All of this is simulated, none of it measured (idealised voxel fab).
process module | voxel ribs on slabs
cross-section cut | 145 nm wide | cells 5 nm
A cross-section is a grid of square cells, given in bands from the top down. A band is one or more rows of cells.
Each band's line starts with the height of the band's top and of its bottom, in nm. Then come its materials from left to right, each with its width in nm. One material with "throughout" fills the band from edge to edge. "air" is empty space.
Height 0 is the level under which the wafer as received is all one material. The lowest band goes on downwards, as in "0 down".
A width such as "30 to 40" changes by the same amount from each row of cells to the next, from the band's top row to its bottom row.
"no change" after a step means that no cell of the cross-section changed.
closed voids: empty space of 8 cells or more with no open way to the top, each as width x height at its distance from the left edge, in nm
after a step's settings: what the simulator itself notes on the step
overlay nm, on a step with a mask: how far to the right of its planned place the mask lay; to the left if negative
plan
1 op RECEIVE | material Si
2 op DIRECTIONAL_DEP | material SiO2 | thk nm 25
3 op DIRECTIONAL_DEP | material polySi | thk nm 25
4 op PATTERN | tone cover | mask id RIB | material resist | width nm 20 | thk nm 15 | overlay nm 0
5 op DIRECTIONAL_ETCH | etch materials polySi | depth nm 15
6 op STRIP | etch materials resist
7 op MASKED_ETCH | tone cover | mask id SLAB | width nm 80 | etch materials polySi | depth nm 10 | overlay nm 0
8 op FILL_DEP | material SiO2 | thk nm 15
9 op CMP | height nm 60
10 op DIRECTIONAL_DEP | material TiN | thk nm 5
11 op PATTERN | tone cover | mask id HEATER | material resist | width nm 30 | thk nm 20 | overlay nm 0
12 op DIRECTIONAL_ETCH | etch materials TiN | depth nm 5
13 op STRIP | etch materials resist
14 op CONFORMAL_DEP | material SiN | thk nm 5
as received, after step 1
  0 down: Si throughout
  closed voids: none
first wafer at the end, as planned
  70 to 65: air 50 | SiN 40 | air 55
  65 to 60: SiN 55 | TiN 30 | SiN 60
  60 to 50: SiO2 throughout
  50 to 35: SiO2 60 | polySi 20 | SiO2 65
  35 to 25: SiO2 30 | polySi 80 | SiO2 35
  25 to 0: SiO2 throughout
  0 down: Si throughout
  closed voids: none
second wafer at the end: like start, like plan, one mistake
  70 to 65: SiN 60 | air 20 | SiN 65
  65 to 60: TiN 55 | SiN 30 | TiN 60
  60 to 50: SiO2 throughout
  50 to 35: SiO2 60 | polySi 20 | SiO2 65
  35 to 25: SiO2 30 | polySi 80 | SiO2 35
  25 to 0: SiO2 throughout
  0 down: Si throughout
  closed voids: none
what went wrong: step 11 ran as: op PATTERN | tone open | mask id HEATER | material resist | width nm 30 | thk nm 20 | overlay nm 0
at the end the second wafer has, in cells: 17 more of TiN
